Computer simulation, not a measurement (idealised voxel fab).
voxel gate over fins: a process module
Cross-section cut: width 300 nm, square cells of 5 nm.
Throughout this document, each cross-section is represented as a grid of square cells and is presented as a sequence of bands enumerated from the top downward, where a band comprises one or more rows of cells. Each band's line starts with the height of the band's top and of its bottom, in nm. Then come its materials from left to right, each with its width in nm. One material with "edge to edge" fills the band from edge to edge. "empty" is empty space. We count height from 0. Below that, the starting wafer is all one material. The lowest band never ends at the bottom but goes on down; see "z 0 and below" for how that is written. The notation "30->40" denotes a width that varies across the rows of cells in the band, beginning at the first number in the top row, finishing at the second number in the bottom row, and changing by an identical amount from each row to the next. Where the words "nothing different" appear for a step, the cross-section shows no cell changed by that step; every cell remained as before. Reported under the label "Closed void register" are the empty spaces having no open way to the top and comprising 8 cells or more; the notation for each is width x height at distance, in which the distance is measured from the left edge and all three values are in nm. Text after the settings on a step's line: the simulator's own remark on that step. "overlay nm" on a masked step: distance the mask lay right of its planned place, negative for left.
[Here's what the planned process steps look like]
| 1 | RECEIVE, material Si |
| 2 | CONFORMAL_DEP, material SiN, thk nm 5 |
| 3 | DIRECTIONAL_DEP, material aC, thk nm 10 |
| 4 | PATTERN, tone cover, mask id FINS, material resist, width nm 15, pitch nm 40, thk nm 30, overlay nm 0 |
| 5 | DIRECTIONAL_ETCH, etch materials aC, depth nm 10 |
| 6 | STRIP, etch materials resist |
| 7 | DIRECTIONAL_ETCH, etch materials SiN, depth nm 5 |
| 8 | DIRECTIONAL_ETCH, etch materials Si, depth nm 30 |
| 9 | STRIP, etch materials aC |
| 10 | OXIDIZE, depth nm 5 |
| 11 | FILL_DEP, material SiO2, thk nm 10 |
| 12 | CMP, height nm 5 |
| 13 | SELECTIVE_ETCH, etch materials SiO2, depth nm 20 |
| 14 | STRIP, etch materials SiN |
| 15 | CONFORMAL_DEP, material HfO2, thk nm 5 |
| 16 | CONFORMAL_DEP, material TiN, thk nm 5 |
| 17 | CONFORMAL_DEP, material TiAl, thk nm 5 |
| 18 | CONFORMAL_DEP, material TiN, thk nm 5 |
| 19 | FILL_DEP, material W, thk nm 15 |
| 20 | CMP, height nm 30 |
| 21 | CONFORMAL_DEP, material SiCN, thk nm 5 |
[First of the two wafers, run per plan]
[Cross-section of the incoming wafer, state after step 1]
  z 0 and below  Si edge to edge
  Closed void register: none
[How the wafer stands in section after step 2]
  z 5 to 0  SiN edge to edge
  Whatever lies below 0 is exactly as it was before.
[How the wafer stands in section after step 3]
  z 15 to 5  aC edge to edge
  Whatever lies below 5 is exactly as it was before.
[How the wafer stands in section after step 4]
  z 45 to 15  100 empty, 15 resist, 25 empty, 15 resist, 25 empty, 15 resist, 105 empty
  Whatever lies below 15 is exactly as it was before.
[How the wafer stands in section after step 5]
  z 35 to 15  100 empty, 15 resist, 25 empty, 15 resist, 25 empty, 15 resist, 105 empty
  z 15 to 5  100 empty, 15 aC, 25 empty, 15 aC, 25 empty, 15 aC, 105 empty
  Whatever lies below 5 is exactly as it was before.
[How the wafer stands in section after step 6]
  z 15 to 5  100 empty, 15 aC, 25 empty, 15 aC, 25 empty, 15 aC, 105 empty
  Whatever lies below 5 is exactly as it was before.
[How the wafer stands in section after step 7]
  z 15 to 5  100 empty, 15 aC, 25 empty, 15 aC, 25 empty, 15 aC, 105 empty
  z 5 to 0  100 empty, 15 SiN, 25 empty, 15 SiN, 25 empty, 15 SiN, 105 empty
  Whatever lies below 0 is exactly as it was before.
[How the wafer stands in section after step 8]
  z 15 to 5  100 empty, 15 aC, 25 empty, 15 aC, 25 empty, 15 aC, 105 empty
  z 5 to 0  100 empty, 15 SiN, 25 empty, 15 SiN, 25 empty, 15 SiN, 105 empty
  z 0 to -30  100 empty, 15 Si, 25 empty, 15 Si, 25 empty, 15 Si, 105 empty
  Whatever lies below -30 is exactly as it was before.
[How the wafer stands in section after step 9]
  z 5 to 0  100 empty, 15 SiN, 25 empty, 15 SiN, 25 empty, 15 SiN, 105 empty
  Whatever lies below 0 is exactly as it was before.
[How the wafer stands in section after step 10]
  z 5 to 0  100 empty, 15 SiN, 25 empty, 15 SiN, 25 empty, 15 SiN, 105 empty
  z 0 to -30  100 empty, 5 SiO2, 5 Si, 5 SiO2, 25 empty, 5 SiO2, 5 Si, 5 SiO2, 25 empty, 5 SiO2, 5 Si, 5 SiO2, 105 empty
  z -30 to -35  105 SiO2, 5 Si, 35 SiO2, 5 Si, 35 SiO2, 5 Si, 110 SiO2
  Whatever lies below -35 is exactly as it was before.
[How the wafer stands in section after step 11]
  z 15 to 5  SiO2 edge to edge
  z 5 to 0  100 SiO2, 15 SiN, 25 SiO2, 15 SiN, 25 SiO2, 15 SiN, 105 SiO2
  z 0 to -35  105 SiO2, 5 Si, 35 SiO2, 5 Si, 35 SiO2, 5 Si, 110 SiO2
  Whatever lies below -35 is exactly as it was before.
[How the wafer stands in section after step 12]
  z 5 to 0  100 SiO2, 15 SiN, 25 SiO2, 15 SiN, 25 SiO2, 15 SiN, 105 SiO2
  Whatever lies below 0 is exactly as it was before.
[How the wafer stands in section after step 13]
  z 5 to 0  100 empty, 15 SiN, 25 empty, 15 SiN, 25 empty, 15 SiN, 105 empty
  z 0 to -15  105 empty, 5 Si, 35 empty, 5 Si, 35 empty, 5 Si, 110 empty
  Whatever lies below -15 is exactly as it was before.
[How the wafer stands in section after step 14]
  z 0 to -15  105 empty, 5 Si, 35 empty, 5 Si, 35 empty, 5 Si, 110 empty
  Whatever lies below -15 is exactly as it was before.
[How the wafer stands in section after step 15]
  z 5 to 0  100 empty, 15 HfO2, 25 empty, 15 HfO2, 25 empty, 15 HfO2, 105 empty
  z 0 to -10  100 empty, 5 HfO2, 5 Si, 5 HfO2, 25 empty, 5 HfO2, 5 Si, 5 HfO2, 25 empty, 5 HfO2, 5 Si, 5 HfO2, 105 empty
  z -10 to -15  105 HfO2, 5 Si, 35 HfO2, 5 Si, 35 HfO2, 5 Si, 110 HfO2
  Whatever lies below -15 is exactly as it was before.
[How the wafer stands in section after step 16]
  z 10 to 5  95 empty, 25 TiN, 15 empty, 25 TiN, 15 empty, 25 TiN, 100 empty
  z 5 to 0  95 empty, 5 TiN, 15 HfO2, 5 TiN, 15 empty, 5 TiN, 15 HfO2, 5 TiN, 15 empty, 5 TiN, 15 HfO2, 5 TiN, 100 empty
  z 0 to -5  95 empty, 5 TiN, 5 HfO2, 5 Si, 5 HfO2, 5 TiN, 15 empty, 5 TiN, 5 HfO2, 5 Si, 5 HfO2, 5 TiN, 15 empty, 5 TiN, 5 HfO2, 5 Si, 5 HfO2, 5 TiN, 100 empty
  z -5 to -10  100 TiN, 5 HfO2, 5 Si, 5 HfO2, 25 TiN, 5 HfO2, 5 Si, 5 HfO2, 25 TiN, 5 HfO2, 5 Si, 5 HfO2, 105 TiN
  Whatever lies below -10 is exactly as it was before.
[How the wafer stands in section after step 17]
  z 15 to 10  90 empty, 35 TiAl, 5 empty, 35 TiAl, 5 empty, 35 TiAl, 95 empty
  z 10 to 5  90 empty, 5 TiAl, 25 TiN, 5 TiAl, 5 empty, 5 TiAl, 25 TiN, 5 TiAl, 5 empty, 5 TiAl, 25 TiN, 5 TiAl, 95 empty
  z 5 to 0  90 empty, 5 TiAl, 5 TiN, 15 HfO2, 5 TiN, 5 TiAl, 5 empty, 5 TiAl, 5 TiN, 15 HfO2, 5 TiN, 5 TiAl, 5 empty, 5 TiAl, 5 TiN, 15 HfO2, 5 TiN, 5 TiAl, 95 empty
  z 0 to -5  95 TiAl, 5 TiN, 5 HfO2, 5 Si, 5 HfO2, 5 TiN, 15 TiAl, 5 TiN, 5 HfO2, 5 Si, 5 HfO2, 5 TiN, 15 TiAl, 5 TiN, 5 HfO2, 5 Si, 5 HfO2, 5 TiN, 100 TiAl
  Whatever lies below -5 is exactly as it was before.
[How the wafer stands in section after step 18]
  z 20 to 15  85 empty, 125 TiN, 90 empty
  z 15 to 10  85 empty, 5 TiN, 35 TiAl, 5 TiN, 35 TiAl, 5 TiN, 35 TiAl, 5 TiN, 90 empty
  z 10 to 5  85 empty, 5 TiN, 5 TiAl, 25 TiN, 5 TiAl, 5 TiN, 5 TiAl, 25 TiN, 5 TiAl, 5 TiN, 5 TiAl, 25 TiN, 5 TiAl, 5 TiN, 90 empty
  z 5 to 0  90 TiN, 5 TiAl, 5 TiN, 15 HfO2, 5 TiN, 5 TiAl, 5 TiN, 5 TiAl, 5 TiN, 15 HfO2, 5 TiN, 5 TiAl, 5 TiN, 5 TiAl, 5 TiN, 15 HfO2, 5 TiN, 5 TiAl, 95 TiN
  Whatever lies below 0 is exactly as it was before.
[How the wafer stands in section after step 19]
  z 35 to 20  W edge to edge
  z 20 to 15  85 W, 125 TiN, 90 W
  z 15 to 10  85 W, 5 TiN, 35 TiAl, 5 TiN, 35 TiAl, 5 TiN, 35 TiAl, 5 TiN, 90 W
  z 10 to 5  85 W, 5 TiN, 5 TiAl, 25 TiN, 5 TiAl, 5 TiN, 5 TiAl, 25 TiN, 5 TiAl, 5 TiN, 5 TiAl, 25 TiN, 5 TiAl, 5 TiN, 90 W
  Whatever lies below 5 is exactly as it was before.
[How the wafer stands in section after step 20]
  z 30 to 20  W edge to edge
  Whatever lies below 20 is exactly as it was before.
[How the wafer stands in section after step 21]
  z 35 to 30  SiCN edge to edge
  Whatever lies below 30 is exactly as it was before.
[Wafer two of the pair: same origin, same plan, one error during the run; identical to wafer one up to and including step 16]
[What the second wafer looks like in cross-section when step 17 should have wrapped up]
  z 15 to 10  90 empty, 35 HfO2, 5 empty, 35 HfO2, 5 empty, 35 HfO2, 95 empty
  z 10 to 5  90 empty, 5 HfO2, 25 TiN, 5 HfO2, 5 empty, 5 HfO2, 25 TiN, 5 HfO2, 5 empty, 5 HfO2, 25 TiN, 5 HfO2, 95 empty
  z 5 to 0  90 empty, 5 HfO2, 5 TiN, 15 HfO2, 5 TiN, 5 HfO2, 5 empty, 5 HfO2, 5 TiN, 15 HfO2, 5 TiN, 5 HfO2, 5 empty, 5 HfO2, 5 TiN, 15 HfO2, 5 TiN, 5 HfO2, 95 empty
  z 0 to -5  95 HfO2, 5 TiN, 5 HfO2, 5 Si, 5 HfO2, 5 TiN, 15 HfO2, 5 TiN, 5 HfO2, 5 Si, 5 HfO2, 5 TiN, 15 HfO2, 5 TiN, 5 HfO2, 5 Si, 5 HfO2, 5 TiN, 100 HfO2
  Whatever lies below -5 is exactly as it was before.
[What the second wafer looks like in cross-section when step 18 should have wrapped up]
  z 20 to 15  85 empty, 125 TiN, 90 empty
  z 15 to 10  85 empty, 5 TiN, 35 HfO2, 5 TiN, 35 HfO2, 5 TiN, 35 HfO2, 5 TiN, 90 empty
  z 10 to 5  85 empty, 5 TiN, 5 HfO2, 25 TiN, 5 HfO2, 5 TiN, 5 HfO2, 25 TiN, 5 HfO2, 5 TiN, 5 HfO2, 25 TiN, 5 HfO2, 5 TiN, 90 empty
  z 5 to 0  90 TiN, 5 HfO2, 5 TiN, 15 HfO2, 5 TiN, 5 HfO2, 5 TiN, 5 HfO2, 5 TiN, 15 HfO2, 5 TiN, 5 HfO2, 5 TiN, 5 HfO2, 5 TiN, 15 HfO2, 5 TiN, 5 HfO2, 95 TiN
  Whatever lies below 0 is exactly as it was before.
[What the second wafer looks like in cross-section when step 19 should have wrapped up]
  z 35 to 20  W edge to edge
  z 20 to 15  85 W, 125 TiN, 90 W
  z 15 to 10  85 W, 5 TiN, 35 HfO2, 5 TiN, 35 HfO2, 5 TiN, 35 HfO2, 5 TiN, 90 W
  z 10 to 5  85 W, 5 TiN, 5 HfO2, 25 TiN, 5 HfO2, 5 TiN, 5 HfO2, 25 TiN, 5 HfO2, 5 TiN, 5 HfO2, 25 TiN, 5 HfO2, 5 TiN, 90 W
  Whatever lies below 5 is exactly as it was before.
[What the second wafer looks like in cross-section when step 20 should have wrapped up]
  z 30 to 20  W edge to edge
  Whatever lies below 20 is exactly as it was before.
[What the second wafer looks like in cross-section when step 21 should have wrapped up]
  z 35 to 30  SiCN edge to edge
  Whatever lies below 30 is exactly as it was before.
Against the plan, the run slipped here: step 17 did not use the planned setting and instead ran as CONFORMAL_DEP, material HfO2, thk nm 5
Wafer comparison, final, in cells, second relative to first, materials more or fewer: HfO2: 78 more, TiAl: 78 fewer
